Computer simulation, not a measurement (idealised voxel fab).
Process module heading - voxel self aligned vias
Cross-sectional view cut (width: 245 nm; square cell size: 5 nm).
Throughout this document, each cross-section is represented as a grid of square cells and is presented as a sequence of bands enumerated from the top downward, where a band comprises one or more rows of cells.
Heights first: top, then bottom, in nm. Then materials, left to right, each with a width in nm. "all across" on a single material: fills the band edge to edge. "blank": empty space.
Note: height 0 marks the level under which the wafer is uniformly one material as received. Lowest band unbounded below, written "from 0 down".
When a width is written as two numbers, as in "30 to 40", the first number is the width in the top row of cells of the band and the second is the width in its bottom row, and the width changes by the same amount from each row to the next.
Where the words "no change occurred" appear for a step, the cross-section shows no cell changed by that step; every cell remained as before.
In "Sealed internal voids" the enclosed voids are listed, meaning empty spaces of 8 cells or larger without any opening to the top. The form is width x height at distance, distance from the left edge, units nm.
Where a step's line continues beyond its settings, the continuation is a remark by the simulator itself on that step.
What "overlay nm" on a step's line means: if the step has a mask, that mask lay this far to the right of its planned place, or, when the value is negative, to the left.
-- So here's the lineup of process steps we planned
step 1: RECEIVE with material Si
step 2: CONFORMAL_DEP with material SiO2, thk nm 10
step 3: CONFORMAL_DEP with material SiCN, thk nm 5
step 4: DIRECTIONAL_DEP with material SiO2, thk nm 20
step 5: DIRECTIONAL_DEP with material aC, thk nm 10
step 6: PATTERN with tone open, mask id LINES, material resist, width nm 30, pitch nm 60, thk nm 30, overlay nm 0
step 7: DIRECTIONAL_ETCH with etch materials aC, depth nm 10
step 8: STRIP with etch materials resist
step 9: DIRECTIONAL_ETCH with etch materials SiO2, depth nm 20
step 10: STRIP with etch materials aC
step 11: CONFORMAL_DEP with material TiN, thk nm 5
step 12: FILL_DEP with material W, thk nm 10
step 13: CMP with height nm 35
step 14: SELECTIVE_ETCH with etch materials W Ru TiN, depth nm 10
step 15: FILL_DEP with material SiN, thk nm 10
step 16: CMP with height nm 35
step 17: DIRECTIONAL_DEP with material SiO2, thk nm 15
step 18: MASKED_ETCH with tone open, mask id VIAS, width nm 40, etch materials SiO2, depth nm 15, overlay nm 0
step 19: MASKED_ETCH with tone open, mask id VIAS, width nm 40, etch materials SiN, depth nm 10, overlay nm 0
step 20: CONFORMAL_DEP with material TiN, thk nm 5
step 21: FILL_DEP with material W, thk nm 5
step 22: CMP with height nm 50
step 23: CONFORMAL_DEP with material SiN, thk nm 5
-- Here's what the wafer looked like in cross-section when it arrived - that's after step 1
> from 0 down | Si all across
> Sealed internal voids: none
-- Figure: cross-sectional view of the wafer upon completion of the module, processed from the initial state and according to the plan depicted above, with one error introduced during execution
> from 55 to 50 | SiN all across
> from 50 to 40 | SiO2 (70), TiN (5), W (30), TiN (5), SiO2 (135)
> from 40 to 35 | SiO2 (70), TiN (40), SiO2 (135)
> from 35 to 25 | SiN (70), TiN (5), SiO2 (30), TiN (5), SiN (25), SiO2 (30), SiN (80)
> from 25 to 20 | W (70), TiN (5), SiO2 (30), TiN (5), W (20), TiN (5), SiO2 (30), TiN (5), W (75)
> from 20 to 15 | TiN (75), SiO2 (30), TiN (30), SiO2 (30), TiN (80)
> from 15 to 10 | SiCN all across
> from 10 to 0 | SiO2 all across
> from 0 down | Si all across
> Sealed internal voids: none
Which mistake was made when the wafer was run? step 6 did not use the planned setting and instead ran as PATTERN with tone cover, mask id LINES, material resist, width nm 30, pitch nm 60, thk nm 30, overlay nm 0
